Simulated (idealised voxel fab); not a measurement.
You're looking at the process module voxel transistor to metal.
Xsec cut, 150 nm wide, square cell size 5 nm.
A cross-section is written here as square cells arranged in a grid, and it is given in bands from the top down, each band taking up one or more rows of cells. For a band, the entry starts with two heights in nm, that of the top and then that of the bottom, and carries on with the band's materials in order from left to right, each alongside its width in nm; the word "edge to edge" beside a single material means it fills the band edge to edge, and "blank" means empty space. A quick word on heights: they are counted from 0, and under that level the wafer as it came to us is one material throughout. The lowest band is different from the rest in having no bottom; it simply continues downward, written as in "top 0, no bottom". So if you see something like "30 to 40" for the width, read it as the top row of the band sitting at the first number and the bottom row at the second, with every row in between moving by the same amount as the last. Key: "same as before" - step with no changed cell in the cross-section. In the "Sealed cavities" entry, you get each enclosed empty space of 8 cells or more, one with no open way to the top, written width x height at distance, distance from the left edge, in nm. Note: text after step settings on the step line = simulator remark on that step. "overlay nm", when on a step's line for a step with a mask, measures how far to the right of its planned place the mask lay; a negative measure means to the left.
[These are the steps we planned for the process]
1,RECEIVE | material Si
2,CONFORMAL_DEP | material SiO2 | thk nm 5
3,CONFORMAL_DEP | material SiN | thk nm 15
4,DIRECTIONAL_DEP | material aC | thk nm 15
5,PATTERN | tone cover | mask id ACTIVE | material resist | width nm 100 | thk nm 35 | overlay nm 0
6,DIRECTIONAL_ETCH | etch materials aC | depth nm 15
7,STRIP | etch materials resist
8,DIRECTIONAL_ETCH | etch materials SiN | depth nm 15
9,DIRECTIONAL_ETCH | etch materials SiO2 | depth nm 5
10,DIRECTIONAL_ETCH | etch materials Si | depth nm 15
11,STRIP | etch materials aC
12,OXIDIZE | depth nm 5
13,FILL_DEP | material SiO2 | thk nm 10
14,CMP | height nm 20
15,SELECTIVE_ETCH | etch materials SiO2 | depth nm 10
16,STRIP | etch materials SiN
17,SELECTIVE_ETCH | etch materials SiO2 | depth nm 5
18,OXIDIZE | depth nm 5
19,DIRECTIONAL_DEP | material polySi | thk nm 20
20,DIRECTIONAL_DEP | material SiCN | thk nm 15
21,PATTERN | tone cover | mask id GATE | material resist | width nm 20 | thk nm 15 | overlay nm 0
22,DIRECTIONAL_ETCH | etch materials SiCN | depth nm 25
23,DIRECTIONAL_ETCH | etch materials polySi | depth nm 30
24,STRIP | etch materials resist
25,CONFORMAL_DEP | material SiN | thk nm 10
26,DIRECTIONAL_ETCH | etch materials SiN | depth nm 10
27,DIRECTIONAL_ETCH | etch materials SiO2 | depth nm 5
28,DIRECTIONAL_ETCH | etch materials Si | depth nm 15
29,EPI | material nSi | thk nm 15
30,FILL_DEP | material SiO2 | thk nm 5
31,CMP | height nm 35
32,DIRECTIONAL_DEP | material SiO2 | thk nm 15
33,MASKED_ETCH | tone open | mask id CONTACT | width nm 30 | pitch nm 60 | etch materials SiO2 | depth nm 55 | overlay nm 0
34,CONFORMAL_DEP | material TiN | thk nm 5
35,FILL_DEP | material W | thk nm 10
36,CMP | height nm 50
37,CONFORMAL_DEP | material SiN | thk nm 5
38,DIRECTIONAL_DEP | material SiO2 | thk nm 15
39,MASKED_ETCH | tone open | mask id METAL_1 | width nm 15 | pitch nm 75 | etch materials SiO2 | depth nm 15 | overlay nm 0
40,MASKED_ETCH | tone open | mask id METAL_1 | width nm 15 | pitch nm 75 | etch materials SiN | depth nm 5 | overlay nm 0
41,CONFORMAL_DEP | material TiN | thk nm 5
42,FILL_DEP | material Cu | thk nm 10
43,CMP | height nm 70
44,CONFORMAL_DEP | material SiCN | thk nm 5
45,DIRECTIONAL_DEP | material SiO2 | thk nm 35
46,PATTERN | tone open | mask id METAL_2 | material resist | width nm 15 | pitch nm 75 | thk nm 20 | overlay nm 0
47,DIRECTIONAL_ETCH | etch materials SiO2 | depth nm 20
48,STRIP | etch materials resist
49,DIRECTIONAL_DEP | material aC | thk nm 15
50,PATTERN | tone open | mask id METAL_2_HOLES | material resist | width nm 15 | pitch nm 75 | thk nm 30 | overlay nm 0
51,DIRECTIONAL_ETCH | etch materials aC | depth nm 15
52,STRIP | etch materials resist
53,DIRECTIONAL_ETCH | etch materials SiO2 | depth nm 15
54,DIRECTIONAL_ETCH | etch materials SiCN | depth nm 5
55,STRIP | etch materials aC
56,CONFORMAL_DEP | material TiN | thk nm 5
57,FILL_DEP | material Cu | thk nm 5
58,CMP | height nm 110
59,CONFORMAL_DEP | material SiN | thk nm 5
Variable across wafers: step 10 depth nm (plan value is that of the first wafer; starting state common to all).
[The first of several wafers, as received after step 1, seen in section]
* top 0, no bottom | Si edge to edge
* Sealed cavities: none
[Basically each wafer gets a line in the table, showing it at the end of the module: material by material, the cells it gained (+) or lost (-) since we got it, then its closed voids]
depth nm 15, +20 Cu, -96 Si, +36 SiCN, +86 SiN, +430 SiO2, +104 TiN, +46 W, +48 nSi, +16 polySi, Sealed cavities: none
depth nm 20, +20 Cu, -108 Si, +36 SiCN, +86 SiN, +442 SiO2, +104 TiN, +46 W, +48 nSi, +16 polySi, Sealed cavities: none
depth nm 25, +20 Cu, -120 Si, +36 SiCN, +86 SiN, +454 SiO2, +104 TiN, +46 W, +48 nSi, +16 polySi, Sealed cavities: none
depth nm 30, +20 Cu, -132 Si, +36 SiCN, +86 SiN, +466 SiO2, +104 TiN, +46 W, +48 nSi, +16 polySi, Sealed cavities: none
depth nm 35, +20 Cu, -144 Si, +36 SiCN, +86 SiN, +478 SiO2, +104 TiN, +46 W, +48 nSi, +16 polySi, Sealed cavities: none
depth nm 40, +20 Cu, -156 Si, +36 SiCN, +86 SiN, +490 SiO2, +104 TiN, +46 W, +48 nSi, +16 polySi, Sealed cavities: none
